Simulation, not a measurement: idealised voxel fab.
A process module follows: voxel capacitor over wiring.
FYI the section here is cut, 275 nm wide, cells are 5 nm squares.
This document writes a cross-section as a grid whose cells are square, and gives it as bands, listed from the top down; one or more rows of cells form a band. Top, bottom (nm), then materials left to right with widths (nm); lone material tagged "all across" fills the whole band edge to edge; "air" = empty space. Height datum 0, below which the as-received substrate wafer is one material. Lowest band open at the bottom, running downward: "0..down". The two numbers in a width such as "30 to 40" mark its ends across the band: the first belongs to the top row of cells, the second to the bottom row, and from each row to the next the width moves by the same amount. A step reported as "nothing altered" is a step in which no cell of the cross-section changed. The list in "Unvented voids" covers empty spaces of 8 cells or more that cannot reach the top through any open way, and it gives each as width x height at distance; the distance is from the left edge, and width, height and distance are in nm. Anything after a step's settings on that line? It's the simulator's own note about the step. overlay nm: for a step with a mask, the amount by which the mask lay right of where it was planned; a negative amount means left of it.

List of planned process steps
- 1: RECEIVE | material Si
- 2: CONFORMAL_DEP | material SiO2 | thk nm 15
- 3: DIRECTIONAL_DEP | material TiN | thk nm 5
- 4: DIRECTIONAL_DEP | material Ru | thk nm 20
- 5: MASKED_ETCH | tone cover | mask id METAL_1 | width nm 20 | pitch nm 90 | etch materials Ru | depth nm 20 | overlay nm 0
- 6: MASKED_ETCH | tone cover | mask id METAL_1 | width nm 20 | pitch nm 90 | etch materials TiN | depth nm 5 | overlay nm 0
- 7: FILL_DEP | material SiO2 | thk nm 5
- 8: CMP | height nm 40
- 9: CONFORMAL_DEP | material SiCN | thk nm 5
- 10: DIRECTIONAL_DEP | material lowk | thk nm 20
- 11: PATTERN | tone open | mask id PLUG_1 | material resist | width nm 15 | thk nm 20 | overlay nm 0
- 12: DIRECTIONAL_ETCH | etch materials lowk | depth nm 20
- 13: DIRECTIONAL_ETCH | etch materials SiCN | depth nm 5
- 14: STRIP | etch materials resist
- 15: CONFORMAL_DEP | material TiN | thk nm 5
- 16: FILL_DEP | material Cu | thk nm 10
- 17: CMP | height nm 65
- 18: DIRECTIONAL_DEP | material TiN | thk nm 10
- 19: DIRECTIONAL_DEP | material SiN | thk nm 5
- 20: DIRECTIONAL_DEP | material TiN | thk nm 5
- 21: MASKED_ETCH | tone cover | mask id UPPER_PLATE | width nm 75 | etch materials TiN | depth nm 5 | overlay nm 0
- 22: MASKED_ETCH | tone cover | mask id UPPER_PLATE | width nm 75 | etch materials SiN | depth nm 5 | overlay nm 0
- 23: MASKED_ETCH | tone cover | mask id LOWER_PLATE | width nm 85 | etch materials TiN | depth nm 10 | overlay nm 0
- 24: FILL_DEP | material SiO2 | thk nm 15
- 25: CMP | height nm 95
- 26: PATTERN | tone open | mask id PLUG_2 | material resist | width nm 15 | thk nm 20 | overlay nm 0
- 27: DIRECTIONAL_ETCH | etch materials SiO2 | depth nm 10
- 28: STRIP | etch materials resist
- 29: CONFORMAL_DEP | material TiN | thk nm 5
- 30: FILL_DEP | material W | thk nm 5
- 31: CMP | height nm 95
- 32: CONFORMAL_DEP | material SiCN | thk nm 5

as received, after step 1
* 0..down = Si all across
* Unvented voids: none

Here's the wafer cut in cross-section after the module, started and planned just like above, except one thing was done wrong in the run
* 100..95 = SiCN all across
* 95..90 = SiO2=95; TiN=5; W=5; TiN=5; SiO2=165
* 90..85 = SiO2=95; TiN=15; SiO2=165
* 85..80 = SiO2 all across
* 80..75 = SiO2=85; SiN=75; SiO2=115
* 75..65 = SiO2=80; TiN=85; SiO2=110
* 65..45 = lowk=85; TiN=5; Cu=5; TiN=5; lowk=175
* 45..40 = SiCN=85; TiN=15; SiCN=175
* 40..20 = SiO2=80; Ru=20; SiO2=70; Ru=20; SiO2=85
* 20..15 = SiO2=80; TiN=20; SiO2=70; TiN=20; SiO2=85
* 15..0 = SiO2 all across
* 0..down = Si all across
* Unvented voids: none
Error vs. plan: skipped: plan step 20 (never run)
